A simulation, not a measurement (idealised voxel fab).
process module | voxel air gaps
cross-section cut | 250 nm wide | cells 5 nm
A cross-section is a grid of square cells, given in bands from the top down. A band is one or more rows of cells.
Each band's line starts with the height of the band's top and of its bottom, in nm. Then come its materials from left to right, each with its width in nm. One material with "throughout" fills the band from edge to edge. "air" is empty space.
Height 0 is the level under which the wafer as received is all one material. The lowest band goes on downwards, as in "0 down".
A width such as "30 to 40" changes by the same amount from each row of cells to the next, from the band's top row to its bottom row.
"no change" after a step means that no cell of the cross-section changed.
closed voids: empty space of 8 cells or more with no open way to the top, each as width x height at its distance from the left edge, in nm
after a step's settings: what the simulator itself notes on the step
overlay nm, on a step with a mask: how far to the right of its planned place the mask lay; to the left if negative
plan
1 op RECEIVE | material Si
2 op CONFORMAL_DEP | material SiO2 | thk nm 15
3 op CONFORMAL_DEP | material SiN | thk nm 5
4 op DIRECTIONAL_DEP | material SiO2 | thk nm 40
5 op PATTERN | tone open | mask id LINES | material resist | width nm 25 | pitch nm 55 | thk nm 15 | overlay nm -15
6 op DIRECTIONAL_ETCH | etch materials SiO2 | depth nm 40
7 op STRIP | etch materials resist
8 op CONFORMAL_DEP | material TiN | thk nm 5
9 op FILL_DEP | material W | thk nm 5
10 op CMP | height nm 60
11 op EPI | material Ru | thk nm 10
12 op SELECTIVE_ETCH | etch materials SiO2 | depth nm 50
13 op CONFORMAL_DEP | material SiN | thk nm 5
varied across the wafers: overlay nm of step 5. The plan shows the first wafer's value. All wafers start alike
first wafer as received, after step 1
  0 down: Si throughout
  closed voids: none
first wafer at the end, after step 13
  75 to 70: air 25 | SiN 165 | air 60
  70 to 60: air 25 | SiN 5 | Ru 45 | SiN 10 | Ru 45 | SiN 10 | Ru 45 | SiN 5 | air 60
  60 to 55: air 25 | SiN 15 | TiN 5 | W 15 | TiN 5 | SiN 30 | TiN 5 | W 15 | TiN 5 | SiN 30 | TiN 5 | W 15 | TiN 5 | SiN 15 | air 60
  55 to 25: air 35 | SiN 5 | TiN 5 | W 15 | TiN 5 | SiN 5 | air 20 | SiN 5 | TiN 5 | W 15 | TiN 5 | SiN 5 | air 20 | SiN 5 | TiN 5 | W 15 | TiN 5 | SiN 5 | air 70
  25 to 20: SiN 40 | TiN 25 | SiN 30 | TiN 25 | SiN 30 | TiN 25 | SiN 75
  20 to 15: SiN throughout
  15 to 0: SiO2 throughout
  0 down: Si throughout
  closed voids: 20 x 30 at 70; 20 x 30 at 125
last wafer at the end
  75 to 70: air 55 | SiN 165 | air 30
  70 to 60: air 55 | SiN 5 | Ru 45 | SiN 10 | Ru 45 | SiN 10 | Ru 45 | SiN 5 | air 30
  60 to 55: air 55 | SiN 15 | TiN 5 | W 15 | TiN 5 | SiN 30 | TiN 5 | W 15 | TiN 5 | SiN 30 | TiN 5 | W 15 | TiN 5 | SiN 15 | air 30
  55 to 25: air 65 | SiN 5 | TiN 5 | W 15 | TiN 5 | SiN 5 | air 20 | SiN 5 | TiN 5 | W 15 | TiN 5 | SiN 5 | air 20 | SiN 5 | TiN 5 | W 15 | TiN 5 | SiN 5 | air 40
  25 to 20: SiN 70 | TiN 25 | SiN 30 | TiN 25 | SiN 30 | TiN 25 | SiN 45
  20 to 15: SiN throughout
  15 to 0: SiO2 throughout
  0 down: Si throughout
  closed voids: 20 x 30 at 100; 20 x 30 at 155
each wafer at the end: cells of each material gained (+) or lost (-) since it was received, then its closed voids
overlay nm -15 | +54 Ru | +184 SiN | +150 SiO2 | +57 TiN | +63 W | closed voids: 20 x 30 at 70; 20 x 30 at 125
overlay nm -10 | +54 Ru | +184 SiN | +150 SiO2 | +57 TiN | +63 W | closed voids: 20 x 30 at 75; 20 x 30 at 130
overlay nm -5 | +54 Ru | +184 SiN | +150 SiO2 | +57 TiN | +63 W | closed voids: 20 x 30 at 80; 20 x 30 at 135
overlay nm 0 | +54 Ru | +184 SiN | +150 SiO2 | +57 TiN | +63 W | closed voids: 20 x 30 at 85; 20 x 30 at 140
overlay nm 5 | +54 Ru | +184 SiN | +150 SiO2 | +57 TiN | +63 W | closed voids: 20 x 30 at 90; 20 x 30 at 145
overlay nm 10 | +54 Ru | +184 SiN | +150 SiO2 | +57 TiN | +63 W | closed voids: 20 x 30 at 95; 20 x 30 at 150
overlay nm 15 | +54 Ru | +184 SiN | +150 SiO2 | +57 TiN | +63 W | closed voids: 20 x 30 at 100; 20 x 30 at 155
